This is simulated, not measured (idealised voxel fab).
Proc. module: voxel ribs on slabs
Xsec cut, 210 nm wide, square cell size 5 nm.
How to read a cross-section here: the picture is a grid of square cells, written as bands going from the top down, and any band can span one or more rows of cells. It is stipulated that each band's entry specify, in nanometres, the height of the top of the band and then that of its bottom, followed by the materials of the band in left-to-right sequence, each together with its width in nanometres. A single material marked by the word "throughout" is understood to fill the band from edge to edge; the word "blank" is understood to denote empty space. Heights are expressed relative to 0, this being the level below which the as-received wafer comprises one material exclusively. The lowest band is unbounded in the downward direction and is denoted as in "top 0, no bottom". Note: "30->40" means the width goes from the first number (top row of the band) to the second number (bottom row) in equal steps per row of cells. "no alterations made", as given for a step, is the statement that not any cell of the cross-section underwent a change during that step. For the entry "Enclosed internal cavities", the listed items are empty spaces with no open way to the top whose size is 8 cells or more; each item follows the pattern width x height at distance, where distance is from the left edge and all three are in nm. On a step's line, text after the settings is the simulator commenting on that step. "overlay nm" on a masked step: distance the mask lay right of its planned place, negative for left.
THE STEPS PLANNED FOR THE PROCESS ARE AS FOLLOWS
| 1 | RECEIVE | material Si |
| 2 | DIRECTIONAL_DEP | material SiO2 | thk nm 25 |
| 3 | DIRECTIONAL_DEP | material SiN | thk nm 25 |
| 4 | MASKED_ETCH | tone cover | mask id RIB | width nm 15 | etch materials SiN | depth nm 10 | overlay nm 0 |
| 5 | PATTERN | tone cover | mask id SLAB | material resist | width nm 65 | thk nm 15 | overlay nm 0 |
| 6 | DIRECTIONAL_ETCH | etch materials SiN | depth nm 15 |
| 7 | STRIP | etch materials resist |
| 8 | FILL_DEP | material SiO2 | thk nm 25 |
| 9 | CMP | height nm 70 |
| 10 | DIRECTIONAL_DEP | material TiN | thk nm 5 |
| 11 | PATTERN | tone cover | mask id HEATER | material resist | width nm 25 | thk nm 20 | overlay nm 0 |
| 12 | DIRECTIONAL_ETCH | etch materials TiN | depth nm 5 |
| 13 | STRIP | etch materials resist |
| 14 | CONFORMAL_DEP | material SiN | thk nm 10 |
CROSS-SECTION OF THE INCOMING WAFER, STATE AFTER STEP 1
* top 0, no bottom: Si throughout
* Enclosed internal cavities: none
AS-PLANNED RUN: CROSS-SECTION OF THE FIRST OF TWO WAFERS AT END OF MODULE
* top 85, bottom 80: 80 blank; 45 SiN; 85 blank
* top 80, bottom 75: SiN throughout
* top 75, bottom 70: 90 SiN; 25 TiN; 95 SiN
* top 70, bottom 50: SiO2 throughout
* top 50, bottom 40: 95 SiO2; 15 SiN; 100 SiO2
* top 40, bottom 25: 70 SiO2; 65 SiN; 75 SiO2
* top 25, bottom 0: SiO2 throughout
* top 0, no bottom: Si throughout
* Enclosed internal cavities: none
SECOND WAFER OF THE TWO, SECTIONED AT THE END OF THE MODULE. IT BEGAN LIKE THE FIRST AND FOLLOWED THE SAME PLAN, BUT ONE MISTAKE WAS MADE WHILE RUNNING IT
* top 85, bottom 80: 80 blank; 45 SiN; 85 blank
* top 80, bottom 75: SiN throughout
* top 75, bottom 70: 90 SiN; 25 TiN; 95 SiN
* top 70, bottom 25: SiO2 throughout
* top 25, bottom 0: SiN throughout
* top 0, no bottom: Si throughout
* Enclosed internal cavities: none
It is concluded that the wafer was processed incorrectly with respect to the plan, in that contrary to the plan, steps 2 and 3 were processed in exchanged order
Final difference in cells, second wafer against first, listed per material as more or fewer: +165 SiN; -165 SiO2
